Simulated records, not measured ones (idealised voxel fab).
process module | voxel double patterning
cross-section cut | 155 nm wide | cells 5 nm
A cross-section is a grid of square cells, given in bands from the top down. A band is one or more rows of cells.
Each band's line starts with the height of the band's top and of its bottom, in nm. Then come its materials from left to right, each with its width in nm. One material with "throughout" fills the band from edge to edge. "air" is empty space.
Height 0 is the level under which the wafer as received is all one material. The lowest band goes on downwards, as in "0 down".
A width such as "30 to 40" changes by the same amount from each row of cells to the next, from the band's top row to its bottom row.
"no change" after a step means that no cell of the cross-section changed.
closed voids: empty space of 8 cells or more with no open way to the top, each as width x height at its distance from the left edge, in nm
after a step's settings: what the simulator itself notes on the step
overlay nm, on a step with a mask: how far to the right of its planned place the mask lay; to the left if negative
plan
1 op RECEIVE | material Si
2 op CONFORMAL_DEP | material SiO2 | thk nm 10
3 op DIRECTIONAL_DEP | material TiN | thk nm 15
4 op DIRECTIONAL_DEP | material SiCN | thk nm 10
5 op DIRECTIONAL_DEP | material aC | thk nm 15
6 op PATTERN | tone open | mask id FIRST | material resist | width nm 15 | pitch nm 50 | thk nm 35 | overlay nm 0
7 op DIRECTIONAL_ETCH | etch materials aC | depth nm 15
8 op STRIP | etch materials resist
9 op DIRECTIONAL_ETCH | etch materials SiCN | depth nm 10
10 op STRIP | etch materials aC
11 op MASKED_ETCH | tone open | mask id SECOND | width nm 15 | pitch nm 50 | etch materials SiCN | depth nm 10 | overlay nm 0
12 op DIRECTIONAL_ETCH | etch materials TiN | depth nm 15
13 op STRIP | etch materials SiCN
as received, after step 1
  0 down: Si throughout
  closed voids: none
first wafer at the end, as planned
  25 to 10: TiN 20 | air 15 | TiN 10 | air 15 | TiN 10 | air 15 | TiN 10 | air 15 | TiN 10 | air 15 | TiN 20
  10 to 0: SiO2 throughout
  0 down: Si throughout
  closed voids: none
second wafer at the end: like start, like plan, one mistake
  40 to 25: TiN 20 | air 15 | TiN 10 | air 15 | TiN 10 | air 15 | TiN 10 | air 15 | TiN 10 | air 15 | TiN 20
  25 to 10: TiN throughout
  10 to 0: SiO2 throughout
  0 down: Si throughout
  closed voids: none
what went wrong: step 3 was run twice
at the end the second wafer has, in cells: 93 more of TiN
